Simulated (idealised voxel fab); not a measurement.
process module | voxel capacitor over wiring
cross-section cut | 300 nm wide | cells 5 nm
A cross-section is a grid of square cells, given in bands from the top down. A band is one or more rows of cells.
Each band's line starts with the height of the band's top and of its bottom, in nm. Then come its materials from left to right, each with its width in nm. One material with "throughout" fills the band from edge to edge. "air" is empty space.
Height 0 is the level under which the wafer as received is all one material. The lowest band goes on downwards, as in "0 down".
A width such as "30 to 40" changes by the same amount from each row of cells to the next, from the band's top row to its bottom row.
"no change" after a step means that no cell of the cross-section changed.
closed voids: empty space of 8 cells or more with no open way to the top, each as width x height at its distance from the left edge, in nm
after a step's settings: what the simulator itself notes on the step
overlay nm, on a step with a mask: how far to the right of its planned place the mask lay; to the left if negative
plan
1 op RECEIVE | material Si
2 op CONFORMAL_DEP | material SiO2 | thk nm 15
3 op CONFORMAL_DEP | material SiN | thk nm 5
4 op DIRECTIONAL_DEP | material lowk | thk nm 20
5 op PATTERN | tone open | mask id METAL_1 | material resist | width nm 20 | pitch nm 90 | thk nm 20 | overlay nm 0
6 op DIRECTIONAL_ETCH | etch materials lowk | depth nm 20
7 op DIRECTIONAL_ETCH | etch materials SiN | depth nm 5
8 op STRIP | etch materials resist
9 op CONFORMAL_DEP | material TiN | thk nm 5
10 op FILL_DEP | material Cu | thk nm 5
11 op CMP | height nm 40
12 op CONFORMAL_DEP | material SiCN | thk nm 5
13 op DIRECTIONAL_DEP | material lowk | thk nm 20
14 op PATTERN | tone open | mask id PLUG_1 | material resist | width nm 15 | thk nm 20 | overlay nm 0
15 op DIRECTIONAL_ETCH | etch materials lowk | depth nm 20
16 op DIRECTIONAL_ETCH | etch materials SiCN | depth nm 5
17 op STRIP | etch materials resist
18 op CONFORMAL_DEP | material TiN | thk nm 5
19 op FILL_DEP | material Ru | thk nm 10
20 op CMP | height nm 65
21 op DIRECTIONAL_DEP | material TiN | thk nm 5
22 op DIRECTIONAL_DEP | material HfO2 | thk nm 5
23 op DIRECTIONAL_DEP | material TiN | thk nm 5
24 op DIRECTIONAL_DEP | material aC | thk nm 15
25 op PATTERN | tone cover | mask id UPPER_PLATE | material resist | width nm 75 | thk nm 35 | overlay nm 0
26 op DIRECTIONAL_ETCH | etch materials aC | depth nm 15
27 op STRIP | etch materials resist
28 op DIRECTIONAL_ETCH | etch materials TiN | depth nm 5
29 op DIRECTIONAL_ETCH | etch materials HfO2 | depth nm 5
30 op STRIP | etch materials aC
31 op MASKED_ETCH | tone cover | mask id LOWER_PLATE | width nm 85 | etch materials TiN | depth nm 5 | overlay nm 0
32 op FILL_DEP | material SiO2 | thk nm 15
33 op CMP | height nm 90
34 op MASKED_ETCH | tone open | mask id PLUG_2 | width nm 15 | etch materials SiO2 | depth nm 10 | overlay nm 0
35 op CONFORMAL_DEP | material TiN | thk nm 5
36 op FILL_DEP | material Cu | thk nm 10
37 op CMP | height nm 90
38 op CONFORMAL_DEP | material SiCN | thk nm 5
as received, after step 1
  0 down: Si throughout
  closed voids: none
a wafer at the end: this start, this plan, one mistake
  95 to 90: SiCN throughout
  90 to 85: SiO2 110 | TiN 5 | Cu 5 | TiN 5 | SiO2 175
  85 to 75: SiO2 110 to 100 | TiN 15 to 80 | SiO2 175 to 120
  75 to 70: SiO2 100 | HfO2 80 | SiO2 120
  70 to 65: SiO2 95 | TiN 85 | SiO2 120
  65 to 45: lowk 100 | TiN 5 | Ru 5 | TiN 5 | lowk 185
  45 to 40: SiCN 100 | TiN 15 | SiCN 185
  40 to 20: lowk 95 | TiN 5 | Cu 10 | TiN 5 | lowk 70 | TiN 5 | Cu 10 | TiN 5 | lowk 95
  20 to 15: SiN 95 | TiN 20 | SiN 70 | TiN 20 | SiN 95
  15 to 0: SiO2 throughout
  0 down: Si throughout
  closed voids: none
what went wrong: step 25 ran as: op PATTERN | tone cover | mask id UPPER_PLATE | material resist | width nm 80 | thk nm 35 | overlay nm 0
